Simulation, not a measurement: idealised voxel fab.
This section sets out a process module, namely voxel ribs on slabs.
FYI the section here is cut, 145 nm wide, cells are 5 nm squares.
Each cross-section below is a grid of square cells, stated as bands in top-down order, with one or more rows of cells making up each band. Band: top height; bottom height; in nm. Then, left to right: material with width in nm, for each material. "all across": a single material spanning edge to edge. "empty": empty space. Beneath 0, the wafer as received is one material, and that level is where height counting begins. The lowest band goes on downward without a bottom; it is written like "from 0 down". Note: "30 to 40" means the width goes from the first number (top row of the band) to the second number (bottom row) in equal steps per row of cells. Reading "no modifications" for a step: not a cell of the cross-section changed in it. Closed empty spaces (no open way to the top) of 8 cells or more are what "Enclosed internal voids" lists, each as width x height at distance from the left edge, nm for all three. Text after the settings on a step's line: the simulator's own remark on that step. "overlay nm" denotes, for a step that has a mask, the displacement of the mask to the right of its planned place, with negative values corresponding to the left.
Process steps foreseen in the plan
| 1 | RECEIVE, material Si |
| 2 | DIRECTIONAL_DEP, material SiO2, thk nm 25 |
| 3 | DIRECTIONAL_DEP, material polySi, thk nm 20 |
| 4 | DIRECTIONAL_DEP, material aC, thk nm 10 |
| 5 | PATTERN, tone cover, mask id RIB, material resist, width nm 20, thk nm 25, overlay nm 0 |
| 6 | DIRECTIONAL_ETCH, etch materials aC, depth nm 10 |
| 7 | STRIP, etch materials resist |
| 8 | DIRECTIONAL_ETCH, etch materials polySi, depth nm 15 |
| 9 | STRIP, etch materials aC |
| 10 | DIRECTIONAL_DEP, material aC, thk nm 15 |
| 11 | PATTERN, tone cover, mask id SLAB, material resist, width nm 60, thk nm 30, overlay nm 0 |
| 12 | DIRECTIONAL_ETCH, etch materials aC, depth nm 15 |
| 13 | STRIP, etch materials resist |
| 14 | DIRECTIONAL_ETCH, etch materials polySi, depth nm 5 |
| 15 | STRIP, etch materials aC |
| 16 | FILL_DEP, material SiO2, thk nm 20 |
| 17 | CMP, height nm 55 |
| 18 | DIRECTIONAL_DEP, material TiN, thk nm 10 |
| 19 | PATTERN, tone cover, mask id HEATER, material resist, width nm 30, thk nm 20, overlay nm 0 |
| 20 | DIRECTIONAL_ETCH, etch materials TiN, depth nm 10 |
| 21 | STRIP, etch materials resist |
| 22 | CONFORMAL_DEP, material SiO2, thk nm 10 |
Step 1 complete: cross-section of the wafer as received
from 0 down  Si all across
Enclosed internal voids: none
As-planned run: cross-section of the first of two wafers at end of module
from 75 to 65  empty (45) | SiO2 (50) | empty (50)
from 65 to 55  SiO2 (55) | TiN (30) | SiO2 (60)
from 55 to 45  SiO2 all across
from 45 to 30  SiO2 (60) | polySi (20) | SiO2 (65)
from 30 to 25  SiO2 (40) | polySi (60) | SiO2 (45)
from 25 to 0  SiO2 all across
from 0 down  Si all across
Enclosed internal voids: none
Cross-sectional view of the second of two wafers upon completion of the module. This wafer shared its starting condition and process plan with the first; one error was made during its execution
from 75 to 65  empty (45) | SiO2 (50) | empty (50)
from 65 to 55  SiO2 (55) | TiN (30) | SiO2 (60)
from 55 to 45  SiO2 all across
from 45 to 40  SiO2 (40) | polySi (20) | SiO2 (20) | polySi (20) | SiO2 (45)
from 40 to 30  polySi (60) | SiO2 (20) | polySi (65)
from 30 to 25  polySi all across
from 25 to 0  SiO2 all across
from 0 down  Si all across
Enclosed internal voids: none
Short version of what went wrong: not per plan at step 5, really ran PATTERN, tone open, mask id RIB, material resist, width nm 20, thk nm 25, overlay nm 0
Final difference in cells, second wafer against first, listed per material as more or fewer: -63 SiO2 | +63 polySi
